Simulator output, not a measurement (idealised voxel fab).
This is a process module. Its name is voxel air gaps.
We display cut, a cross-section 240 nm in width whose square cells are each 5 nm.
We lay out every cross-section as a grid of square cells and spell it out in bands from the top down, where one band means one or more rows of cells.
For a band, the entry starts with two heights in nm, that of the top and then that of the bottom, and carries on with the band's materials in order from left to right, each alongside its width in nm; the word "edge to edge" beside a single material means it fills the band edge to edge, and "empty" means empty space.
The reference from which all heights are counted is 0, the level beneath which the as-received wafer is entirely one material; the lowest band, having no lower bound, proceeds downward and is written after the example "0 down".
Note: "30 to 40" means the width goes from the first number (top row of the band) to the second number (bottom row) in equal steps per row of cells.
You'll sometimes find "left unchanged" written for a step, and that's the way of saying that nowhere in the cross-section did a cell change during that step.
If an empty space has no open way to the top and is at least 8 cells in size, "Sealed void list" lists it, written width x height at distance, where distance is measured from the left edge and every value is in nm.
Whatever follows a step's settings on its line is a remark the simulator itself makes about that step.
A step line may carry the setting "overlay nm", which, for steps involving a mask, states the distance by which the mask lay to the right of its intended position; negative values denote displacement to the left.
[The following list gives the planned process steps]
- 1: RECEIVE (material Si)
- 2: CONFORMAL_DEP (material SiO2; thk nm 15)
- 3: CONFORMAL_DEP (material SiCN; thk nm 5)
- 4: DIRECTIONAL_DEP (material SiO2; thk nm 40)
- 5: DIRECTIONAL_DEP (material aC; thk nm 10)
- 6: PATTERN (tone open; mask id LINES; material resist; width nm 25; pitch nm 50; thk nm 30; overlay nm 0)
- 7: DIRECTIONAL_ETCH (etch materials aC; depth nm 10)
- 8: STRIP (etch materials resist)
- 9: DIRECTIONAL_ETCH (etch materials SiO2; depth nm 40)
- 10: STRIP (etch materials aC)
- 11: CONFORMAL_DEP (material TiN; thk nm 5)
- 12: FILL_DEP (material Ru; thk nm 5)
- 13: CMP (height nm 60)
- 14: EPI (material Ru; thk nm 10)
- 15: SELECTIVE_ETCH (etch materials SiO2; depth nm 50)
- 16: CONFORMAL_DEP (material SiCN; thk nm 5)
[Account of the first of two wafers, which was processed as intended]
[Cross-section of the wafer at receipt, which is the condition after step 1]
    0 down: Si edge to edge
    Sealed void list: none
[Wafer after step 2 (cross-section)]
    15 to 0: SiO2 edge to edge
    Whatever lies below 0 is exactly as it was before.
[Wafer after step 3 (cross-section)]
    20 to 15: SiCN edge to edge
    Whatever lies below 15 is exactly as it was before.
[Wafer after step 4 (cross-section)]
    60 to 20: SiO2 edge to edge
    Whatever lies below 20 is exactly as it was before.
[Wafer after step 5 (cross-section)]
    70 to 60: aC edge to edge
    Whatever lies below 60 is exactly as it was before.
[Wafer after step 6 (cross-section)]
    100 to 70: 55 of resist, 25 of empty, 25 of resist, 25 of empty, 25 of resist, 25 of empty, 60 of resist
    Whatever lies below 70 is exactly as it was before.
[Wafer after step 7 (cross-section)]
    90 to 70: 55 of resist, 25 of empty, 25 of resist, 25 of empty, 25 of resist, 25 of empty, 60 of resist
    70 to 60: 55 of aC, 25 of empty, 25 of aC, 25 of empty, 25 of aC, 25 of empty, 60 of aC
    Whatever lies below 60 is exactly as it was before.
[Wafer after step 8 (cross-section)]
    70 to 60: 55 of aC, 25 of empty, 25 of aC, 25 of empty, 25 of aC, 25 of empty, 60 of aC
    Whatever lies below 60 is exactly as it was before.
[Wafer after step 9 (cross-section)]
    70 to 60: 55 of aC, 25 of empty, 25 of aC, 25 of empty, 25 of aC, 25 of empty, 60 of aC
    60 to 20: 55 of SiO2, 25 of empty, 25 of SiO2, 25 of empty, 25 of SiO2, 25 of empty, 60 of SiO2
    Whatever lies below 20 is exactly as it was before.
[Wafer after step 10 (cross-section)]
    60 to 20: 55 of SiO2, 25 of empty, 25 of SiO2, 25 of empty, 25 of SiO2, 25 of empty, 60 of SiO2
    Whatever lies below 20 is exactly as it was before.
[Wafer after step 11 (cross-section)]
    65 to 60: 60 of TiN, 15 of empty, 35 of TiN, 15 of empty, 35 of TiN, 15 of empty, 65 of TiN
    60 to 25: 55 of SiO2, 5 of TiN, 15 of empty, 5 of TiN, 25 of SiO2, 5 of TiN, 15 of empty, 5 of TiN, 25 of SiO2, 5 of TiN, 15 of empty, 5 of TiN, 60 of SiO2
    25 to 20: 55 of SiO2, 25 of TiN, 25 of SiO2, 25 of TiN, 25 of SiO2, 25 of TiN, 60 of SiO2
    Whatever lies below 20 is exactly as it was before.
[Wafer after step 12 (cross-section)]
    70 to 65: Ru edge to edge
    65 to 60: 60 of TiN, 15 of Ru, 35 of TiN, 15 of Ru, 35 of TiN, 15 of Ru, 65 of TiN
    60 to 25: 55 of SiO2, 5 of TiN, 15 of Ru, 5 of TiN, 25 of SiO2, 5 of TiN, 15 of Ru, 5 of TiN, 25 of SiO2, 5 of TiN, 15 of Ru, 5 of TiN, 60 of SiO2
    Whatever lies below 25 is exactly as it was before.
[Wafer after step 13 (cross-section)]
    60 to 25: 55 of SiO2, 5 of TiN, 15 of Ru, 5 of TiN, 25 of SiO2, 5 of TiN, 15 of Ru, 5 of TiN, 25 of SiO2, 5 of TiN, 15 of Ru, 5 of TiN, 60 of SiO2
    Whatever lies below 25 is exactly as it was before.
[Wafer after step 14 (cross-section)]
    70 to 60: 45 of empty, 45 of Ru, 5 of empty, 45 of Ru, 5 of empty, 45 of Ru, 50 of empty
    Whatever lies below 60 is exactly as it was before.
[Wafer after step 15 (cross-section)]
    70 to 60: 45 of empty, 45 of Ru, 5 of empty, 45 of Ru, 5 of empty, 45 of Ru, 50 of empty
    60 to 25: 55 of empty, 5 of TiN, 15 of Ru, 5 of TiN, 25 of empty, 5 of TiN, 15 of Ru, 5 of TiN, 25 of empty, 5 of TiN, 15 of Ru, 5 of TiN, 60 of empty
    25 to 20: 55 of empty, 25 of TiN, 25 of empty, 25 of TiN, 25 of empty, 25 of TiN, 60 of empty
    Whatever lies below 20 is exactly as it was before.
[Wafer after step 16 (cross-section)]
    75 to 70: 40 of empty, 155 of SiCN, 45 of empty
    70 to 60: 40 of empty, 5 of SiCN, 45 of Ru, 5 of SiCN, 45 of Ru, 5 of SiCN, 45 of Ru, 5 of SiCN, 45 of empty
    60 to 55: 40 of empty, 15 of SiCN, 5 of TiN, 15 of Ru, 5 of TiN, 25 of SiCN, 5 of TiN, 15 of Ru, 5 of TiN, 25 of SiCN, 5 of TiN, 15 of Ru, 5 of TiN, 15 of SiCN, 45 of empty
    55 to 25: 50 of empty, 5 of SiCN, 5 of TiN, 15 of Ru, 5 of TiN, 5 of SiCN, 15 of empty, 5 of SiCN, 5 of TiN, 15 of Ru, 5 of TiN, 5 of SiCN, 15 of empty, 5 of SiCN, 5 of TiN, 15 of Ru, 5 of TiN, 5 of SiCN, 55 of empty
    25 to 20: 55 of SiCN, 25 of TiN, 25 of SiCN, 25 of TiN, 25 of SiCN, 25 of TiN, 60 of SiCN
    Whatever lies below 20 is exactly as it was before.
    Sealed void list: 15 x 30 at 85; 15 x 30 at 135
[Wafer two of two - same starting point, same process plan, one mistake in execution; matches wafer one up to and including step 13]
[Second wafer, section view, time point: scheduled end of step 14]
    80 to 60: 35 of empty, 165 of Ru, 40 of empty
    Whatever lies below 60 is exactly as it was before.
[Second wafer, section view, time point: scheduled end of step 15]
    80 to 60: 35 of empty, 165 of Ru, 40 of empty
    60 to 25: 55 of empty, 5 of TiN, 15 of Ru, 5 of TiN, 25 of SiO2, 5 of TiN, 15 of Ru, 5 of TiN, 25 of SiO2, 5 of TiN, 15 of Ru, 5 of TiN, 60 of empty
    25 to 20: 55 of empty, 25 of TiN, 25 of SiO2, 25 of TiN, 25 of SiO2, 25 of TiN, 60 of empty
    Whatever lies below 20 is exactly as it was before.
[Second wafer, section view, time point: scheduled end of step 16]
    85 to 80: 30 of empty, 175 of SiCN, 35 of empty
    80 to 60: 30 of empty, 5 of SiCN, 165 of Ru, 5 of SiCN, 35 of empty
    60 to 55: 30 of empty, 25 of SiCN, 5 of TiN, 15 of Ru, 5 of TiN, 25 of SiO2, 5 of TiN, 15 of Ru, 5 of TiN, 25 of SiO2, 5 of TiN, 15 of Ru, 5 of TiN, 25 of SiCN, 35 of empty
    55 to 25: 50 of empty, 5 of SiCN, 5 of TiN, 15 of Ru, 5 of TiN, 25 of SiO2, 5 of TiN, 15 of Ru, 5 of TiN, 25 of SiO2, 5 of TiN, 15 of Ru, 5 of TiN, 5 of SiCN, 55 of empty
    25 to 20: 55 of SiCN, 25 of TiN, 25 of SiO2, 25 of TiN, 25 of SiO2, 25 of TiN, 60 of SiCN
    Whatever lies below 20 is exactly as it was before.
Deviation noted in wafer processing: it should be noted that step 14 of the plan was executed twice
Per the end-of-run cell counts, the second wafer holds more or fewer of some materials than the first: Ru: 78 more, SiCN: 36 fewer, SiO2: 80 more
Heads up: the first wafer ends with 2 closed voids, the second with 0.
